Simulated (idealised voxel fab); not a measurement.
process module | voxel released beams
cross-section cut | 280 nm wide | cells 5 nm
A cross-section is a grid of square cells, given in bands from the top down. A band is one or more rows of cells.
Each band's line starts with the height of the band's top and of its bottom, in nm. Then come its materials from left to right, each with its width in nm. One material with "throughout" fills the band from edge to edge. "air" is empty space.
Height 0 is the level under which the wafer as received is all one material. The lowest band goes on downwards, as in "0 down".
A width such as "30 to 40" changes by the same amount from each row of cells to the next, from the band's top row to its bottom row.
"no change" after a step means that no cell of the cross-section changed.
closed voids: empty space of 8 cells or more with no open way to the top, each as width x height at its distance from the left edge, in nm
after a step's settings: what the simulator itself notes on the step
overlay nm, on a step with a mask: how far to the right of its planned place the mask lay; to the left if negative
plan
1 op RECEIVE | material Si
2 op CONFORMAL_DEP | material Al2O3 | thk nm 10
3 op DIRECTIONAL_DEP | material SiO2 | thk nm 15
4 op DIRECTIONAL_DEP | material aC | thk nm 15
5 op PATTERN | tone open | mask id ANCHOR | material resist | width nm 40 | thk nm 30 | overlay nm 0
6 op DIRECTIONAL_ETCH | etch materials aC | depth nm 15
7 op STRIP | etch materials resist
8 op DIRECTIONAL_ETCH | etch materials SiO2 | depth nm 15
9 op STRIP | etch materials aC
10 op CONFORMAL_DEP | material SiN | thk nm 15
11 op DIRECTIONAL_DEP | material aC | thk nm 15
12 op PATTERN | tone cover | mask id BEAM | material resist | width nm 110 | thk nm 35 | overlay nm 0
13 op DIRECTIONAL_ETCH | etch materials aC | depth nm 15
14 op STRIP | etch materials resist
15 op DIRECTIONAL_ETCH | etch materials SiN | depth nm 15
16 op STRIP | etch materials aC
17 op STRIP | etch materials SiO2
as received, after step 1
  0 down: Si throughout
  closed voids: none
first wafer at the end, as planned
  40 to 25: air 80 | SiN 20 | air 10 | SiN 80 | air 90
  25 to 10: air 85 | SiN 40 | air 155
  10 to 0: Al2O3 throughout
  0 down: Si throughout
  closed voids: none
second wafer at the end: like start, like plan, one mistake
  55 to 40: air 80 | SiN 110 | air 90
  40 to 25: SiN throughout
  25 to 10: SiO2 85 | SiN 40 | SiO2 155
  10 to 0: Al2O3 throughout
  0 down: Si throughout
  closed voids: none
what went wrong: step 10 was run twice
at the end the second wafer has, in cells: 174 more of SiN | 144 more of SiO2
